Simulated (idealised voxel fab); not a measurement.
Process module under the name voxel plated lines
Each square cell in cross-section cut measures 5 nm, and the section as a whole is 295 nm wide.
If you're reading a cross-section in this doc, picture square cells in a grid; it comes to you as bands, top ones listed first down to the bottom, and a band can be one or more rows of cells.
Heads up on the band format: heights come first, top then bottom, in nm. After that it's the materials left to right, each with its width in nm. A single material flagged "everywhere" fills the whole band edge to edge, and "air" means there's empty space there.
Heights are reckoned from 0. Under this level, the received wafer is all of one material. The bottommost band is open-ended downward, for example "0 -> down".
The expression "30 to 40" gives the width at the extremes of the band, the first number at its top row of cells and the second at its bottom row, with the width changing by equal amounts from each row to the next in between.
The designation "no change occurred", where it is given for a processing step, indicates that no cell of the cross-section was altered in the course of that step.
"Closed void listing": empty spaces of 8 cells or more with no open way to the top, each given as width x height at distance, distance from the left edge, all in nm.
It should be noted that, on the line of a given step, the content following the step's settings is a remark produced by the simulator itself with respect to that step.
overlay nm: mask offset rightward from planned place, masked step; negative means leftward offset.

The steps planned for the process are as follows
1 RECEIVE (material Si)
2 CONFORMAL_DEP (material Al2O3; thk nm 10)
3 DIRECTIONAL_DEP (material TiN; thk nm 5)
4 PATTERN (tone open; mask id LINES; material resist; width nm 30; pitch nm 60; thk nm 20; overlay nm 0)
5 EPI (material Ru; thk nm 10)
6 STRIP (etch materials resist)
7 DIRECTIONAL_ETCH (etch materials TiN; depth nm 5)
8 CONFORMAL_DEP (material SiN; thk nm 10)

First of two wafers - as planned

As-received state of the wafer in cross-section, equivalent to post-step 1
0 -> down: Si everywhere
Closed void listing: none

Wafer after step 2 (cross-section)
10 -> 0: Al2O3 everywhere
Below 0, no change.

Wafer after step 3 (cross-section)
15 -> 10: TiN everywhere
Below 10, no change.

Wafer after step 4 (cross-section)
35 -> 15: resist=70  air=30  resist=30  air=30  resist=30  air=30  resist=75
Below 15, no change.

Wafer after step 5 (cross-section)
35 -> 25: resist=70  air=30  resist=30  air=30  resist=30  air=30  resist=75
25 -> 15: resist=70  Ru=30  resist=30  Ru=30  resist=30  Ru=30  resist=75
Below 15, no change.

Wafer after step 6 (cross-section)
25 -> 15: air=70  Ru=30  air=30  Ru=30  air=30  Ru=30  air=75
Below 15, no change.

Wafer after step 7 (cross-section)
25 -> 15: air=70  Ru=30  air=30  Ru=30  air=30  Ru=30  air=75
15 -> 10: air=70  TiN=30  air=30  TiN=30  air=30  TiN=30  air=75
Below 10, no change.

Wafer after step 8 (cross-section)
35 -> 25: air=60  SiN=50  air=10  SiN=50  air=10  SiN=50  air=65
25 -> 20: air=60  SiN=10  Ru=30  SiN=10  air=10  SiN=10  Ru=30  SiN=10  air=10  SiN=10  Ru=30  SiN=10  air=65
20 -> 15: SiN=70  Ru=30  SiN=30  Ru=30  SiN=30  Ru=30  SiN=75
15 -> 10: SiN=70  TiN=30  SiN=30  TiN=30  SiN=30  TiN=30  SiN=75
Below 10, no change.

Wafer two of two - same starting point, same process plan, one mistake in execution; matches wafer one up to and including step 3

X-section, second wafer, when step 4 was due to finish
35 -> 15: air=70  resist=30  air=30  resist=30  air=30  resist=30  air=75
Below 15, no change.

X-section, second wafer, when step 5 was due to finish
35 -> 25: air=70  resist=30  air=30  resist=30  air=30  resist=30  air=75
25 -> 15: Ru=70  resist=30  Ru=30  resist=30  Ru=30  resist=30  Ru=75
Below 15, no change.

X-section, second wafer, when step 6 was due to finish
25 -> 15: Ru=70  air=30  Ru=30  air=30  Ru=30  air=30  Ru=75
Below 15, no change.

X-section, second wafer, when step 7 was due to finish
25 -> 15: Ru=70  air=30  Ru=30  air=30  Ru=30  air=30  Ru=75
15 -> 10: TiN=70  air=30  TiN=30  air=30  TiN=30  air=30  TiN=75
Below 10, no change.

X-section, second wafer, when step 8 was due to finish
35 -> 25: SiN=80  air=10  SiN=50  air=10  SiN=50  air=10  SiN=85
25 -> 20: Ru=70  SiN=10  air=10  SiN=10  Ru=30  SiN=10  air=10  SiN=10  Ru=30  SiN=10  air=10  SiN=10  Ru=75
20 -> 15: Ru=70  SiN=30  Ru=30  SiN=30  Ru=30  SiN=30  Ru=75
15 -> 10: TiN=70  SiN=30  TiN=30  SiN=30  TiN=30  SiN=30  TiN=75
Below 10, no change.
Heads up, the wafer didn't run the way we planned it: step 4 deviated from plan and actually ran as PATTERN (tone cover; mask id LINES; material resist; width nm 30; pitch nm 60; thk nm 20; overlay nm 0)
Counted in cells at the end, the second wafer holds more or fewer of these materials than the first: Ru: 46 more, TiN: 23 more
